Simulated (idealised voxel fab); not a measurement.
Module name: voxel self aligned contacts (process module)
Shown is cross-section cut, with a width of 265 nm and square cells of size 5 nm.
Format of a cross-section: grid, square cells. Given as bands. Order: top down. Band: one or more rows of cells.
Within each band entry, the heights of the top and of the bottom of the band appear first, in that order and in nm; the materials of the band then follow from left to right, each with its corresponding width in nm. The designation "full width" on a single material indicates that it fills the band from edge to edge; the designation "empty" indicates empty space.
Note: height 0 marks the level under which the wafer is uniformly one material as received. Lowest band unbounded below, written "top 0, no bottom".
Graded width ("30 to 40"): value in top row of band = first number; value in bottom row = second number; row-to-row change constant.
It should be understood that the words "no alterations made", when stated for a given step, signify that the cross-section underwent no change in any of its cells during that step.
Voids not open to the top, 8 cells minimum: see "Closed void roster". Written width x height at distance; distance is from the left edge; nm.
Past the settings on a step's line: simulator remark, on that step.
"overlay nm" denotes, for a step that has a mask, the displacement of the mask to the right of its planned place, with negative values corresponding to the left.

THESE ARE THE STEPS WE PLANNED FOR THE PROCESS
1 RECEIVE (material Si)
2 OXIDIZE (depth nm 5)
3 DIRECTIONAL_DEP (material polySi; thk nm 30)
4 DIRECTIONAL_DEP (material SiN; thk nm 15)
5 PATTERN (tone cover; mask id GATE; material resist; width nm 25; pitch nm 60; thk nm 20; overlay nm 0)
6 DIRECTIONAL_ETCH (etch materials SiN; depth nm 15)
7 DIRECTIONAL_ETCH (etch materials polySi; depth nm 30)
8 STRIP (etch materials resist)
9 CONFORMAL_DEP (material SiN; thk nm 5)
10 DIRECTIONAL_ETCH (etch materials SiN; depth nm 5)
11 FILL_DEP (material SiO2; thk nm 15)
12 CMP (height nm 55)
13 MASKED_ETCH (tone open; mask id CONTACT; width nm 35; pitch nm 60; etch materials SiO2; depth nm 60; overlay nm 0)
14 CONFORMAL_DEP (material TiN; thk nm 5)
15 FILL_DEP (material Ru; thk nm 5)
16 CMP (height nm 55)
17 CONFORMAL_DEP (material SiCN; thk nm 5)
Be aware that, although all wafers share a common starting state, the width nm at step 13 differs among them, and the plan displays the first wafer's value.

CROSS-SECTION OF THE FIRST INCOMING WAFER OF SEVERAL, STATE AFTER STEP 1
  top 0, no bottom: Si full width
  Closed void roster: none

HERE IS HOW TO READ THE ROWS: EVERY WAFER HAS A ROW, AND IT SHOWS THE WAFER AT THE END OF THE MODULE, GIVING FOR EACH MATERIAL HOW MANY CELLS WERE GAINED (+) OR LOST (-) SINCE THE WAFER WAS RECEIVED, THEN LISTING ITS CLOSED VOIDS
width nm 35 | +70 Ru | -53 Si | +53 SiCN | +99 SiN | +319 SiO2 | +58 TiN | +90 polySi | Closed void roster: none
width nm 40 | +72 Ru | -53 Si | +53 SiCN | +99 SiN | +315 SiO2 | +60 TiN | +90 polySi | Closed void roster: none
width nm 45 | +74 Ru | -53 Si | +53 SiCN | +99 SiN | +311 SiO2 | +62 TiN | +90 polySi | Closed void roster: none
